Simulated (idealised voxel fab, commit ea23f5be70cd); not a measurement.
The name of this process module is voxel trench capacitor.
Shown is cross-section cut, with a width of 265 nm and square cells of size 5 nm.
Heads up, the way a cross-section reads in here is a grid of square cells, handed over as bands from the top down, with every band being one or more rows of cells. In this notation a band is specified by the heights of its top and bottom, in that order and in nm, after which its materials appear from left to right, each paired with its width in nm. The word "full width" attached to a single material means that material fills the band from edge to edge; the word "air" stands for empty space. Height 0 is the level under which the wafer as received is all one material. The lowest band goes on downwards, as in "0 -> down". The width entry "30->40" should be interpreted row by row: the top row of cells in the band takes the first number, the bottom row takes the second number, and the change between adjacent rows is uniform throughout. Where a step carries "no change", the cross-section came out of it unchanged, cell for cell. The entry titled "Completely enclosed voids" provides the empty spaces that have no open way to the top, restricted to those of 8 cells or more. Each is presented as width x height at distance, the distance being measured from the left edge, with all three in nm. after a step's settings: what the simulator itself notes on the step. The "overlay nm" setting may appear on a step's line; for a step that uses a mask, it gives how far to the right of its planned position the mask lay, and a negative value indicates the left.

-- Intended process steps
1. RECEIVE [material Si]
2. CONFORMAL_DEP [material SiN] [thk nm 5]
3. MASKED_ETCH [tone open] [mask id TRENCH] [width nm 30] [pitch nm 55] [etch materials SiN] [depth nm 5] [overlay nm 0]
4. MASKED_ETCH [tone open] [mask id TRENCH] [width nm 30] [pitch nm 55] [etch materials Si] [depth nm 25] [overlay nm 0]
5. CONFORMAL_DEP [material HfO2] [thk nm 5]
6. CONFORMAL_DEP [material TiN] [thk nm 5]
7. FILL_DEP [material W] [thk nm 5]
8. CMP [height nm 5]

-- Delivered wafer in cross-section: state after step 1
- 0 -> down | Si full width
- Completely enclosed voids: none

-- Result of the module, cross-sectioned: start per above, plan per above, one error in how it was run
- 5 -> 0 | 65 nm SiN; 5 nm HfO2; 5 nm TiN; 5 nm W; 5 nm TiN; 10 nm HfO2; 25 nm SiN; 5 nm HfO2; 5 nm TiN; 5 nm W; 5 nm TiN; 10 nm HfO2; 25 nm SiN; 5 nm HfO2; 5 nm TiN; 5 nm W; 5 nm TiN; 10 nm HfO2; 60 nm SiN
- 0 -> -15 | 65 nm Si; 5 nm HfO2; 5 nm TiN; 5 nm W; 5 nm TiN; 5 nm HfO2; 30 nm Si; 5 nm HfO2; 5 nm TiN; 5 nm W; 5 nm TiN; 5 nm HfO2; 30 nm Si; 5 nm HfO2; 5 nm TiN; 5 nm W; 5 nm TiN; 5 nm HfO2; 65 nm Si
- -15 -> -20 | 65 nm Si; 5 nm HfO2; 15 nm TiN; 5 nm HfO2; 30 nm Si; 5 nm HfO2; 15 nm TiN; 5 nm HfO2; 30 nm Si; 5 nm HfO2; 15 nm TiN; 5 nm HfO2; 65 nm Si
- -20 -> -25 | 65 nm Si; 25 nm HfO2; 30 nm Si; 25 nm HfO2; 30 nm Si; 25 nm HfO2; 65 nm Si
- -25 -> down | Si full width
- Completely enclosed voids: none
Want to know what went wrong? step 3 did not use the planned setting and instead ran as MASKED_ETCH [tone open] [mask id TRENCH] [width nm 30] [pitch nm 55] [etch materials SiN] [depth nm 5] [overlay nm 5]
